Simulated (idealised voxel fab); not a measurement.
The process module that follows is named voxel gate over fins.
Section cut is 235 nm wide and gridded with 5 nm square cells.
Cross-section = grid of square cells, listed top down in bands; band = one or more rows. The band entry comprises the height of the band's top followed by the height of its bottom, expressed in nm, and subsequently the band's materials from left to right, each stated together with its width in nm. Where a single material is marked with the word "everywhere", that material fills the band from edge to edge. The word "empty" represents empty space. Beneath 0, the wafer as received is one material, and that level is where height counting begins. The lowest band goes on downward without a bottom; it is written like "0 down". The notation "30..40" denotes a width that varies across the rows of cells in the band, beginning at the first number in the top row, finishing at the second number in the bottom row, and changing by an identical amount from each row to the next. Any step labelled "same as before" changed none of the cells in the cross-section. In the "Cavities, sealed" entry, you get each enclosed empty space of 8 cells or more, one with no open way to the top, written width x height at distance, distance from the left edge, in nm. Step line, after settings: the simulator's comment on this step. The "overlay nm" setting may appear on a step's line; for a step that uses a mask, it gives how far to the right of its planned position the mask lay, and a negative value indicates the left.

[plan]
1 RECEIVE | material Si
2 CONFORMAL_DEP | material SiN | thk nm 10
3 DIRECTIONAL_DEP | material aC | thk nm 10
4 PATTERN | tone cover | mask id FINS | material resist | width nm 15 | pitch nm 50 | thk nm 25 | overlay nm 0
5 DIRECTIONAL_ETCH | etch materials aC | depth nm 10
6 STRIP | etch materials resist
7 DIRECTIONAL_ETCH | etch materials SiN | depth nm 10
8 DIRECTIONAL_ETCH | etch materials Si | depth nm 35
9 STRIP | etch materials aC
10 OXIDIZE | depth nm 5
11 FILL_DEP | material SiO2 | thk nm 10
12 CMP | height nm 10
13 DIRECTIONAL_DEP | material aC | thk nm 10
14 PATTERN | tone open | mask id RAIL | material resist | width nm 15 | thk nm 30 | overlay nm 0
15 DIRECTIONAL_ETCH | etch materials aC | depth nm 10
16 STRIP | etch materials resist
17 DIRECTIONAL_ETCH | etch materials SiO2 | depth nm 40
18 STRIP | etch materials aC
19 CONFORMAL_DEP | material TiN | thk nm 5
20 FILL_DEP | material Ru | thk nm 5
21 CMP | height nm 10
22 SELECTIVE_ETCH | etch materials W Ru TiN | depth nm 35
23 FILL_DEP | material SiO2 | thk nm 5
24 CMP | height nm 10
25 SELECTIVE_ETCH | etch materials SiO2 | depth nm 25
26 STRIP | etch materials SiN
27 CONFORMAL_DEP | material HfO2 | thk nm 5
28 CONFORMAL_DEP | material TiN | thk nm 5
29 CONFORMAL_DEP | material TiAl | thk nm 5
30 CONFORMAL_DEP | material TiN | thk nm 5
31 FILL_DEP | material W | thk nm 10
32 CMP | height nm 25
33 CONFORMAL_DEP | material SiN | thk nm 10

[Delivered wafer in cross-section: state after step 1]
* 0 down = Si everywhere
* Cavities, sealed: none

[Final cross-section, module run with one mistake (start and plan as above)]
* 35 to 25 = SiN everywhere
* 25 to 20 = W everywhere
* 20 to 15 = 20 W, 45 TiN, 5 W, 45 TiN, 5 W, 45 TiN, 5 W, 45 TiN, 20 W
* 15 to 10 = 20 W, 5 TiN, 35 TiAl, 5 TiN, 5 W, 5 TiN, 35 TiAl, 5 TiN, 5 W, 5 TiN, 35 TiAl, 5 TiN, 5 W, 5 TiN, 35 TiAl, 5 TiN, 20 W
* 10 to 5 = 20 W, 5 TiN, 5 TiAl, 25 TiN, 5 TiAl, 5 TiN, 5 W, 5 TiN, 5 TiAl, 25 TiN, 5 TiAl, 5 TiN, 5 W, 5 TiN, 5 TiAl, 25 TiN, 5 TiAl, 5 TiN, 5 W, 5 TiN, 5 TiAl, 25 TiN, 5 TiAl, 5 TiN, 20 W
* 5 to 0 = 25 TiN, 5 TiAl, 5 TiN, 15 HfO2, 5 TiN, 5 TiAl, 15 TiN, 5 TiAl, 5 TiN, 15 HfO2, 5 TiN, 5 TiAl, 15 TiN, 5 TiAl, 5 TiN, 15 HfO2, 5 TiN, 5 TiAl, 15 TiN, 5 TiAl, 5 TiN, 15 HfO2, 5 TiN, 5 TiAl, 25 TiN
* 0 to -5 = 30 TiAl, 5 TiN, 5 HfO2, 5 Si, 5 HfO2, 5 TiN, 25 TiAl, 5 TiN, 5 HfO2, 5 Si, 5 HfO2, 5 TiN, 25 TiAl, 5 TiN, 5 HfO2, 5 Si, 5 HfO2, 5 TiN, 25 TiAl, 5 TiN, 5 HfO2, 5 Si, 5 HfO2, 5 TiN, 30 TiAl
* -5 to -10 = 35 TiN, 5 HfO2, 5 Si, 5 HfO2, 35 TiN, 5 HfO2, 5 Si, 5 HfO2, 35 TiN, 5 HfO2, 5 Si, 5 HfO2, 35 TiN, 5 HfO2, 5 Si, 5 HfO2, 35 TiN
* -10 to -15 = 40 HfO2, 5 Si, 45 HfO2, 5 Si, 45 HfO2, 5 Si, 45 HfO2, 5 Si, 40 HfO2
* -15 to -25 = 40 SiO2, 5 Si, 45 SiO2, 5 Si, 45 SiO2, 5 Si, 45 SiO2, 5 Si, 40 SiO2
* -25 to -30 = 40 SiO2, 5 Si, 15 SiO2, 15 TiN, 15 SiO2, 5 Si, 45 SiO2, 5 Si, 45 SiO2, 5 Si, 40 SiO2
* -30 to -35 = 40 SiO2, 5 Si, 45 SiO2, 5 Si, 45 SiO2, 5 Si, 45 SiO2, 5 Si, 40 SiO2
* -35 down = Si everywhere
* Cavities, sealed: none
Run error: off-plan run, step 8, actual operation and settings DIRECTIONAL_ETCH | etch materials Si | depth nm 30
